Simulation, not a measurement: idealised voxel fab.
process module | voxel capacitor over wiring
cross-section cut | 155 nm wide | cells 5 nm
A cross-section is a grid of square cells, given in bands from the top down. A band is one or more rows of cells.
Each band's line starts with the height of the band's top and of its bottom, in nm. Then come its materials from left to right, each with its width in nm. One material with "throughout" fills the band from edge to edge. "air" is empty space.
Height 0 is the level under which the wafer as received is all one material. The lowest band goes on downwards, as in "0 down".
A width such as "30 to 40" changes by the same amount from each row of cells to the next, from the band's top row to its bottom row.
"no change" after a step means that no cell of the cross-section changed.
closed voids: empty space of 8 cells or more with no open way to the top, each as width x height at its distance from the left edge, in nm
after a step's settings: what the simulator itself notes on the step
overlay nm, on a step with a mask: how far to the right of its planned place the mask lay; to the left if negative
plan
1 op RECEIVE | material Si
2 op CONFORMAL_DEP | material SiO2 | thk nm 15
3 op DIRECTIONAL_DEP | material TiN | thk nm 5
4 op DIRECTIONAL_DEP | material W | thk nm 15
5 op PATTERN | tone cover | mask id METAL_1 | material resist | width nm 25 | pitch nm 95 | thk nm 20 | overlay nm 0
6 op DIRECTIONAL_ETCH | etch materials W | depth nm 15
7 op DIRECTIONAL_ETCH | etch materials TiN | depth nm 5
8 op STRIP | etch materials resist
9 op FILL_DEP | material lowk | thk nm 5
10 op CMP | height nm 35
11 op CONFORMAL_DEP | material SiCN | thk nm 5
12 op DIRECTIONAL_DEP | material SiO2 | thk nm 20
13 op MASKED_ETCH | tone open | mask id PLUG_1 | width nm 15 | etch materials SiO2 | depth nm 20 | overlay nm 0
14 op MASKED_ETCH | tone open | mask id PLUG_1 | width nm 15 | etch materials SiCN | depth nm 5 | overlay nm 0
15 op CONFORMAL_DEP | material TiN | thk nm 5
16 op FILL_DEP | material Cu | thk nm 5
17 op CMP | height nm 60
18 op DIRECTIONAL_DEP | material TiN | thk nm 10
19 op DIRECTIONAL_DEP | material SiN | thk nm 5
20 op DIRECTIONAL_DEP | material TiN | thk nm 10
21 op MASKED_ETCH | tone cover | mask id UPPER_PLATE | width nm 75 | etch materials TiN | depth nm 10 | overlay nm 0
22 op MASKED_ETCH | tone cover | mask id UPPER_PLATE | width nm 75 | etch materials SiN | depth nm 5 | overlay nm 0
23 op MASKED_ETCH | tone cover | mask id LOWER_PLATE | width nm 85 | etch materials TiN | depth nm 10 | overlay nm 0
24 op FILL_DEP | material SiO2 | thk nm 15
25 op CMP | height nm 95
26 op PATTERN | tone open | mask id PLUG_2 | material resist | width nm 15 | thk nm 20 | overlay nm 0
27 op DIRECTIONAL_ETCH | etch materials SiO2 | depth nm 10
28 op STRIP | etch materials resist
29 op CONFORMAL_DEP | material TiN | thk nm 5
30 op FILL_DEP | material Ru | thk nm 5
31 op CMP | height nm 95
32 op CONFORMAL_DEP | material SiCN | thk nm 5
as received, after step 1
  0 down: Si throughout
  closed voids: none
a wafer at the end: this start, this plan, one mistake
  100 to 95: SiCN throughout
  95 to 90: SiO2 35 | TiN 5 | Ru 5 | TiN 5 | SiO2 105
  90 to 85: SiO2 35 | TiN 15 | SiO2 105
  85 to 75: SiO2 25 | TiN 75 | SiO2 55
  75 to 70: SiO2 25 | SiN 75 | SiO2 55
  70 to 60: SiO2 20 | TiN 85 | SiO2 50
  60 to 40: SiO2 25 | TiN 5 | Ru 5 | TiN 5 | SiO2 115
  40 to 35: SiCN 25 | TiN 15 | SiCN 115
  35 to 20: lowk 15 | W 25 | lowk 70 | W 25 | lowk 20
  20 to 15: lowk 15 | TiN 25 | lowk 70 | TiN 25 | lowk 20
  15 to 0: SiO2 throughout
  0 down: Si throughout
  closed voids: none
what went wrong: step 16 ran as: op FILL_DEP | material Ru | thk nm 5
